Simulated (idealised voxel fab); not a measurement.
process module | voxel wiring stack
cross-section cut | 260 nm wide | cells 5 nm
A cross-section is a grid of square cells, given in bands from the top down. A band is one or more rows of cells.
Each band's line starts with the height of the band's top and of its bottom, in nm. Then come its materials from left to right, each with its width in nm. One material with "throughout" fills the band from edge to edge. "air" is empty space.
Height 0 is the level under which the wafer as received is all one material. The lowest band goes on downwards, as in "0 down".
A width such as "30 to 40" changes by the same amount from each row of cells to the next, from the band's top row to its bottom row.
"no change" after a step means that no cell of the cross-section changed.
closed voids: empty space of 8 cells or more with no open way to the top, each as width x height at its distance from the left edge, in nm
after a step's settings: what the simulator itself notes on the step
overlay nm, on a step with a mask: how far to the right of its planned place the mask lay; to the left if negative
plan
1 op RECEIVE | material Si
2 op CONFORMAL_DEP | material SiO2 | thk nm 15
3 op DIRECTIONAL_DEP | material TiN | thk nm 5
4 op DIRECTIONAL_DEP | material W | thk nm 15
5 op DIRECTIONAL_DEP | material aC | thk nm 10
6 op PATTERN | tone cover | mask id METAL_1 | material resist | width nm 20 | pitch nm 50 | thk nm 25 | overlay nm 0
7 op DIRECTIONAL_ETCH | etch materials aC | depth nm 10
8 op STRIP | etch materials resist
9 op DIRECTIONAL_ETCH | etch materials W | depth nm 15
10 op DIRECTIONAL_ETCH | etch materials TiN | depth nm 5
11 op STRIP | etch materials aC
12 op FILL_DEP | material SiO2 | thk nm 5
13 op CMP | height nm 35
14 op CONFORMAL_DEP | material SiCN | thk nm 5
15 op DIRECTIONAL_DEP | material SiO2 | thk nm 20
16 op PATTERN | tone open | mask id PLUG_1 | material resist | width nm 15 | pitch nm 50 | thk nm 15 | overlay nm 0
17 op DIRECTIONAL_ETCH | etch materials SiO2 | depth nm 20
18 op DIRECTIONAL_ETCH | etch materials SiCN | depth nm 5
19 op STRIP | etch materials resist
20 op CONFORMAL_DEP | material TiN | thk nm 5
21 op FILL_DEP | material Cu | thk nm 10
22 op CMP | height nm 60
23 op CONFORMAL_DEP | material SiN | thk nm 5
24 op DIRECTIONAL_DEP | material lowk | thk nm 25
25 op DIRECTIONAL_DEP | material aC | thk nm 15
26 op PATTERN | tone open | mask id METAL_2 | material resist | width nm 20 | pitch nm 50 | thk nm 35 | overlay nm 0
27 op DIRECTIONAL_ETCH | etch materials aC | depth nm 15
28 op STRIP | etch materials resist
29 op DIRECTIONAL_ETCH | etch materials lowk | depth nm 25
30 op DIRECTIONAL_ETCH | etch materials SiN | depth nm 5
31 op STRIP | etch materials aC
32 op CONFORMAL_DEP | material TiN | thk nm 5
33 op FILL_DEP | material W | thk nm 10
34 op CMP | height nm 90
35 op EPI | material Ru | thk nm 5
36 op FILL_DEP | material SiCN | thk nm 5
37 op DIRECTIONAL_DEP | material lowk | thk nm 35
38 op DIRECTIONAL_DEP | material aC | thk nm 15
39 op PATTERN | tone open | mask id METAL_3 | material resist | width nm 20 | pitch nm 50 | thk nm 35 | overlay nm 0
40 op DIRECTIONAL_ETCH | etch materials aC | depth nm 15
41 op STRIP | etch materials resist
42 op DIRECTIONAL_ETCH | etch materials lowk | depth nm 20
43 op STRIP | etch materials aC
44 op DIRECTIONAL_DEP | material aC | thk nm 10
45 op PATTERN | tone open | mask id METAL_3_HOLES | material resist | width nm 15 | pitch nm 50 | thk nm 30 | overlay nm 0
46 op DIRECTIONAL_ETCH | etch materials aC | depth nm 10
47 op STRIP | etch materials resist
48 op DIRECTIONAL_ETCH | etch materials lowk | depth nm 15
49 op DIRECTIONAL_ETCH | etch materials SiCN | depth nm 5
50 op STRIP | etch materials aC
51 op CONFORMAL_DEP | material TiN | thk nm 5
52 op FILL_DEP | material Ru | thk nm 10
53 op CMP | height nm 135
54 op CONFORMAL_DEP | material SiCN | thk nm 5
55 op DIRECTIONAL_DEP | material lowk | thk nm 25
56 op PATTERN | tone open | mask id METAL_4 | material resist | width nm 20 | pitch nm 50 | thk nm 20 | overlay nm 0
57 op DIRECTIONAL_ETCH | etch materials lowk | depth nm 15
58 op STRIP | etch materials resist
59 op MASKED_ETCH | tone open | mask id METAL_4_HOLES | width nm 15 | pitch nm 50 | etch materials lowk | depth nm 10 | overlay nm 0
60 op MASKED_ETCH | tone open | mask id METAL_4_HOLES | width nm 15 | pitch nm 50 | etch materials SiCN | depth nm 5 | overlay nm 0
61 op CONFORMAL_DEP | material TiN | thk nm 5
62 op FILL_DEP | material Cu | thk nm 10
63 op CMP | height nm 165
64 op CONFORMAL_DEP | material SiN | thk nm 5
as received, after step 1
  0 down: Si throughout
  closed voids: none
first wafer at the end, as planned
  170 to 165: SiN throughout
  165 to 155: lowk 70 | TiN 5 | Cu 10 | TiN 5 | lowk 30 | TiN 5 | Cu 10 | TiN 5 | lowk 30 | TiN 5 | Cu 10 | TiN 5 | lowk 70
  155 to 150: lowk 70 | TiN 5 | Cu 5 | TiN 10 | lowk 30 | TiN 5 | Cu 5 | TiN 10 | lowk 30 | TiN 5 | Cu 5 | TiN 10 | lowk 70
  150 to 140: lowk 70 | TiN 5 | Cu 5 | TiN 5 | lowk 35 | TiN 5 | Cu 5 | TiN 5 | lowk 35 | TiN 5 | Cu 5 | TiN 5 | lowk 75
  140 to 135: SiCN 70 | TiN 15 | SiCN 35 | TiN 15 | SiCN 35 | TiN 15 | SiCN 75
  135 to 120: lowk 70 | TiN 5 | Ru 10 | TiN 5 | lowk 30 | TiN 5 | Ru 10 | TiN 5 | lowk 30 | TiN 5 | Ru 10 | TiN 5 | lowk 70
  120 to 115: lowk 70 | TiN 5 | Ru 5 | TiN 10 | lowk 30 | TiN 5 | Ru 5 | TiN 10 | lowk 30 | TiN 5 | Ru 5 | TiN 10 | lowk 70
  115 to 100: lowk 70 | TiN 5 | Ru 5 | TiN 5 | lowk 35 | TiN 5 | Ru 5 | TiN 5 | lowk 35 | TiN 5 | Ru 5 | TiN 5 | lowk 75
  100 to 95: SiCN 70 | TiN 15 | SiCN 35 | TiN 15 | SiCN 35 | TiN 15 | SiCN 75
  95 to 90: SiCN 65 | Ru 30 | SiCN 20 | Ru 30 | SiCN 20 | Ru 30 | SiCN 65
  90 to 65: lowk 70 | TiN 5 | W 10 | TiN 5 | lowk 30 | TiN 5 | W 10 | TiN 5 | lowk 30 | TiN 5 | W 10 | TiN 5 | lowk 70
  65 to 60: SiN 70 | TiN 20 | SiN 30 | TiN 20 | SiN 30 | TiN 20 | SiN 70
  60 to 40: SiO2 70 | TiN 5 | Cu 5 | TiN 5 | SiO2 35 | TiN 5 | Cu 5 | TiN 5 | SiO2 35 | TiN 5 | Cu 5 | TiN 5 | SiO2 75
  40 to 35: SiCN 70 | TiN 15 | SiCN 35 | TiN 15 | SiCN 35 | TiN 15 | SiCN 75
  35 to 20: SiO2 70 | W 20 | SiO2 30 | W 20 | SiO2 30 | W 20 | SiO2 70
  20 to 15: SiO2 70 | TiN 20 | SiO2 30 | TiN 20 | SiO2 30 | TiN 20 | SiO2 70
  15 to 0: SiO2 throughout
  0 down: Si throughout
  closed voids: none
second wafer at the end: like start, like plan, one mistake
  170 to 165: SiN throughout
  165 to 155: lowk 70 | TiN 5 | Cu 10 | TiN 5 | lowk 30 | TiN 5 | Cu 10 | TiN 5 | lowk 30 | TiN 5 | Cu 10 | TiN 5 | lowk 70
  155 to 150: lowk 70 | TiN 5 | Cu 5 | TiN 10 | lowk 30 | TiN 5 | Cu 5 | TiN 10 | lowk 30 | TiN 5 | Cu 5 | TiN 10 | lowk 70
  150 to 140: lowk 70 | TiN 5 | Cu 5 | TiN 5 | lowk 35 | TiN 5 | Cu 5 | TiN 5 | lowk 35 | TiN 5 | Cu 5 | TiN 5 | lowk 75
  140 to 135: SiCN 70 | TiN 15 | SiCN 35 | TiN 15 | SiCN 35 | TiN 15 | SiCN 75
  135 to 105: lowk 70 | TiN 5 | Ru 10 | TiN 5 | lowk 30 | TiN 5 | Ru 10 | TiN 5 | lowk 30 | TiN 5 | Ru 10 | TiN 5 | lowk 70
  105 to 100: lowk 70 | TiN 5 | Ru 5 | TiN 10 | lowk 30 | TiN 5 | Ru 5 | TiN 10 | lowk 30 | TiN 5 | Ru 5 | TiN 10 | lowk 70
  100 to 95: SiCN 70 | TiN 15 | SiCN 35 | TiN 15 | SiCN 35 | TiN 15 | SiCN 75
  95 to 90: SiCN 65 | Ru 30 | SiCN 20 | Ru 30 | SiCN 20 | Ru 30 | SiCN 65
  90 to 65: lowk 70 | TiN 5 | W 10 | TiN 5 | lowk 30 | TiN 5 | W 10 | TiN 5 | lowk 30 | TiN 5 | W 10 | TiN 5 | lowk 70
  65 to 60: SiN 70 | TiN 20 | SiN 30 | TiN 20 | SiN 30 | TiN 20 | SiN 70
  60 to 40: SiO2 70 | TiN 5 | Cu 5 | TiN 5 | SiO2 35 | TiN 5 | Cu 5 | TiN 5 | SiO2 35 | TiN 5 | Cu 5 | TiN 5 | SiO2 75
  40 to 35: SiCN 70 | TiN 15 | SiCN 35 | TiN 15 | SiCN 35 | TiN 15 | SiCN 75
  35 to 20: SiO2 70 | W 20 | SiO2 30 | W 20 | SiO2 30 | W 20 | SiO2 70
  20 to 15: SiO2 70 | TiN 20 | SiO2 30 | TiN 20 | SiO2 30 | TiN 20 | SiO2 70
  15 to 0: SiO2 throughout
  0 down: Si throughout
  closed voids: none
what went wrong: step 42 was run twice
at the end the second wafer has, in cells: 9 more of Ru | 9 fewer of lowk
